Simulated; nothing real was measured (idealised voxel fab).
The process module that follows is named voxel self aligned vias.
Section cut is 300 nm wide and gridded with 5 nm square cells.
Just so we're on the same page, the cross-sections are grids of square cells, and they're listed out in bands top to bottom, each band one or more rows deep.
Per band: top height and bottom height in nm, followed by the left-to-right materials and their widths in nm; "full width" marks a single material spanning edge to edge, "air" marks empty space.
Heights are reckoned from 0. Under this level, the received wafer is all of one material. The bottommost band is open-ended downward, for example "0..down".
A width such as "30 to 40" changes by the same amount from each row of cells to the next, from the band's top row to its bottom row.
Any step labelled "no change occurred" changed none of the cells in the cross-section.
You'll see "Enclosed cavities" listing empty spaces that have no way open to the top, as long as they're 8 cells or more; the notation is width x height at distance, where the distance is from the left edge, and all of it is in nm.
If you see something after the settings on a step's line, that's the simulator's own remark about that step.
If you see "overlay nm" on a step's line and that step has a mask, it's telling you how far right of where it was planned the mask ended up; a negative number means it went left instead.
# Steps planned for the process
- 1: RECEIVE,material Si
- 2: CONFORMAL_DEP,material SiO2,thk nm 10
- 3: CONFORMAL_DEP,material SiCN,thk nm 5
- 4: DIRECTIONAL_DEP,material lowk,thk nm 30
- 5: MASKED_ETCH,tone open,mask id LINES,width nm 15,pitch nm 70,etch materials lowk,depth nm 30,overlay nm 0
- 6: CONFORMAL_DEP,material TiN,thk nm 5
- 7: FILL_DEP,material Ru,thk nm 10
- 8: CMP,height nm 45
- 9: SELECTIVE_ETCH,etch materials W Ru TiN,depth nm 10
- 10: FILL_DEP,material SiN,thk nm 5
- 11: CMP,height nm 45
- 12: DIRECTIONAL_DEP,material lowk,thk nm 20
- 13: DIRECTIONAL_DEP,material aC,thk nm 15
- 14: PATTERN,tone open,mask id VIAS,material resist,width nm 40,pitch nm 140,thk nm 30,overlay nm 0
- 15: DIRECTIONAL_ETCH,etch materials aC,depth nm 15
- 16: STRIP,etch materials resist
- 17: DIRECTIONAL_ETCH,etch materials lowk,depth nm 20
- 18: DIRECTIONAL_ETCH,etch materials SiN,depth nm 10
- 19: STRIP,etch materials aC
- 20: CONFORMAL_DEP,material TiN,thk nm 5
- 21: FILL_DEP,material Cu,thk nm 5
- 22: CMP,height nm 65
- 23: CONFORMAL_DEP,material SiCN,thk nm 5
The value of width nm given for step 5 in the plan refers to the first wafer; the wafers vary in this setting and are alike at the start.
# Here's the first of the wafers in cross-section, just as we got it, i.e. after step 1
0..down = Si full width
Enclosed cavities: none
# Module end state after final step 23: cross-section of the first of several wafers
70..65 = SiCN full width
65..50 = 60 nm lowk / 5 nm TiN / 30 nm Cu / 5 nm TiN / 100 nm lowk / 5 nm TiN / 30 nm Cu / 5 nm TiN / 60 nm lowk
50..45 = 60 nm lowk / 20 nm TiN / 5 nm Cu / 15 nm TiN / 100 nm lowk / 20 nm TiN / 5 nm Cu / 15 nm TiN / 60 nm lowk
45..40 = 75 nm lowk / 5 nm TiN / 5 nm Cu / 5 nm TiN / 55 nm lowk / 15 nm SiN / 55 nm lowk / 5 nm TiN / 5 nm Cu / 5 nm TiN / 70 nm lowk
40..35 = 75 nm lowk / 15 nm TiN / 55 nm lowk / 15 nm SiN / 55 nm lowk / 15 nm TiN / 70 nm lowk
35..20 = 75 nm lowk / 5 nm TiN / 5 nm Ru / 5 nm TiN / 55 nm lowk / 5 nm TiN / 5 nm Ru / 5 nm TiN / 55 nm lowk / 5 nm TiN / 5 nm Ru / 5 nm TiN / 70 nm lowk
20..15 = 75 nm lowk / 15 nm TiN / 55 nm lowk / 15 nm TiN / 55 nm lowk / 15 nm TiN / 70 nm lowk
15..10 = SiCN full width
10..0 = SiO2 full width
0..down = Si full width
Enclosed cavities: none
# Cross-section, module end, final of several wafers
70..65 = SiCN full width
65..50 = 60 nm lowk / 5 nm TiN / 30 nm Cu / 5 nm TiN / 100 nm lowk / 5 nm TiN / 30 nm Cu / 5 nm TiN / 60 nm lowk
50..45 = 60 nm lowk / 10 nm TiN / 25 nm Cu / 5 nm TiN / 100 nm lowk / 10 nm TiN / 25 nm Cu / 5 nm TiN / 60 nm lowk
45..40 = 65 nm lowk / 5 nm TiN / 25 nm Cu / 5 nm TiN / 35 nm lowk / 35 nm SiN / 35 nm lowk / 5 nm TiN / 25 nm Cu / 5 nm TiN / 60 nm lowk
40..35 = 65 nm lowk / 35 nm TiN / 35 nm lowk / 35 nm SiN / 35 nm lowk / 35 nm TiN / 60 nm lowk
35..20 = 65 nm lowk / 5 nm TiN / 25 nm Ru / 5 nm TiN / 35 nm lowk / 5 nm TiN / 25 nm Ru / 5 nm TiN / 35 nm lowk / 5 nm TiN / 25 nm Ru / 5 nm TiN / 60 nm lowk
20..15 = 65 nm lowk / 35 nm TiN / 35 nm lowk / 35 nm TiN / 35 nm lowk / 35 nm TiN / 60 nm lowk
15..10 = SiCN full width
10..0 = SiO2 full width
0..down = Si full width
Enclosed cavities: none
# The following table contains a row per wafer, in which are reported, at the conclusion of the module, the cells of each material gained (+) or lost (-) since the wafer's receipt, with its closed voids given thereafter
width nm 15; +40 Cu; +9 Ru; +120 SiCN; +6 SiN; +120 SiO2; +63 TiN; +482 lowk; Enclosed cavities: none
width nm 20; +44 Cu; +18 Ru; +120 SiCN; +8 SiN; +120 SiO2; +66 TiN; +464 lowk; Enclosed cavities: none
width nm 25; +48 Cu; +27 Ru; +120 SiCN; +10 SiN; +120 SiO2; +69 TiN; +446 lowk; Enclosed cavities: none
width nm 30; +52 Cu; +36 Ru; +120 SiCN; +12 SiN; +120 SiO2; +72 TiN; +428 lowk; Enclosed cavities: none
width nm 35; +56 Cu; +45 Ru; +120 SiCN; +14 SiN; +120 SiO2; +75 TiN; +410 lowk; Enclosed cavities: none
